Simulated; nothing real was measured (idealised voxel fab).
The document below concerns the process module designated voxel capacitor over wiring.
Pictured: cross-section cut, 235 nm wide, on a grid of 5 nm square cells.
Bands, listed from the top down, are how a cross-section gets written in this document; the cross-section itself is a grid of square cells, and a band is one or more rows of them.
Basically the band line says how high the top is and how high the bottom is, in nm, and then what's in it from left to right, every material with its width in nm. Empty space shows up as "air", and if a single material carries "everywhere" it runs the full band edge to edge.
All heights in this document are referenced to 0, defined as the level beneath which the wafer, as received, consists entirely of one material. The lowest band is not bounded below; it extends indefinitely downward and is written in the form "z 0 and below".
Read "30->40" as a graded width: first number on top, second number at the bottom, same change between each pair of neighbouring rows.
When a step is marked "remained unchanged", none of the cells in the cross-section changed during that step.
What "Unvented voids" gives you is every empty space of 8 cells or more that is cut off from the top. Each appears as width x height at distance, with the distance taken from the left edge and width, height and distance all in nm.
On each step's line, the part that comes after the settings is the simulator's own comment on the step.
What "overlay nm" on a step's line means: if the step has a mask, that mask lay this far to the right of its planned place, or, when the value is negative, to the left.
Process steps (planned):
1,RECEIVE, material Si
2,CONFORMAL_DEP, material SiO2, thk nm 10
3,DIRECTIONAL_DEP, material TiN, thk nm 5
4,DIRECTIONAL_DEP, material Ru, thk nm 25
5,DIRECTIONAL_DEP, material aC, thk nm 10
6,PATTERN, tone cover, mask id METAL_1, material resist, width nm 30, pitch nm 85, thk nm 30, overlay nm 0
7,DIRECTIONAL_ETCH, etch materials aC, depth nm 10
8,STRIP, etch materials resist
9,DIRECTIONAL_ETCH, etch materials Ru, depth nm 25
10,DIRECTIONAL_ETCH, etch materials TiN, depth nm 5
11,STRIP, etch materials aC
12,CONFORMAL_DEP, material SiCN, thk nm 5
13,FILL_DEP, material lowk, thk nm 5
14,CMP, height nm 40
15,CONFORMAL_DEP, material SiCN, thk nm 5
16,DIRECTIONAL_DEP, material SiO2, thk nm 5
17,MASKED_ETCH, tone open, mask id PLUG_1, width nm 15, etch materials SiO2, depth nm 10, overlay nm 0
18,MASKED_ETCH, tone open, mask id PLUG_1, width nm 15, etch materials SiCN, depth nm 5, overlay nm 0
19,EPI, material Ru, thk nm 10
20,EPI, material Ru, thk nm 5
21,DIRECTIONAL_DEP, material TiN, thk nm 10
22,DIRECTIONAL_DEP, material Al2O3, thk nm 5
23,DIRECTIONAL_DEP, material TiN, thk nm 5
24,DIRECTIONAL_DEP, material aC, thk nm 10
25,PATTERN, tone cover, mask id UPPER_PLATE, material resist, width nm 60, thk nm 30, overlay nm 0
26,DIRECTIONAL_ETCH, etch materials aC, depth nm 10
27,STRIP, etch materials resist
28,DIRECTIONAL_ETCH, etch materials TiN, depth nm 5
29,DIRECTIONAL_ETCH, etch materials Al2O3, depth nm 5
30,STRIP, etch materials aC
31,MASKED_ETCH, tone cover, mask id LOWER_PLATE, width nm 70, etch materials TiN, depth nm 10, overlay nm 0
32,FILL_DEP, material SiO2, thk nm 20
33,CMP, height nm 90
34,DIRECTIONAL_DEP, material aC, thk nm 15
35,PATTERN, tone open, mask id PLUG_2, material resist, width nm 15, thk nm 30, overlay nm 0
36,DIRECTIONAL_ETCH, etch materials aC, depth nm 15
37,STRIP, etch materials resist
38,DIRECTIONAL_ETCH, etch materials SiO2, depth nm 15
39,STRIP, etch materials aC
40,CONFORMAL_DEP, material TiN, thk nm 5
41,FILL_DEP, material W, thk nm 5
42,CMP, height nm 90
43,CONFORMAL_DEP, material SiCN, thk nm 5
Quick note for whoever runs this: the wafers start identical, but the thk nm at step 16 isn't the same across them. The plan just shows what the first wafer had.
Incoming state of the first of several wafers in cross-section: after step 1:
> z 0 and below | Si everywhere
> Unvented voids: none
The following table contains a row per wafer, in which are reported, at the conclusion of the module, the cells of each material gained (+) or lost (-) since the wafer's receipt, with its closed voids given thereafter:
thk nm 5; +12 Al2O3; +71 Ru; +146 SiCN; +448 SiO2; +59 TiN; +2 W; +155 lowk; Unvented voids: none
thk nm 10; +12 Al2O3; +69 Ru; +146 SiCN; +450 SiO2; +59 TiN; +2 W; +155 lowk; Unvented voids: none
thk nm 15; +12 Al2O3; +60 Ru; +149 SiCN; +458 SiO2; +58 TiN; +1 W; +155 lowk; Unvented voids: none
thk nm 20; +12 Al2O3; +60 Ru; +149 SiCN; +460 SiO2; +57 TiN; +155 lowk; Unvented voids: none
thk nm 25; +12 Al2O3; +60 Ru; +149 SiCN; +463 SiO2; +54 TiN; +155 lowk; Unvented voids: none
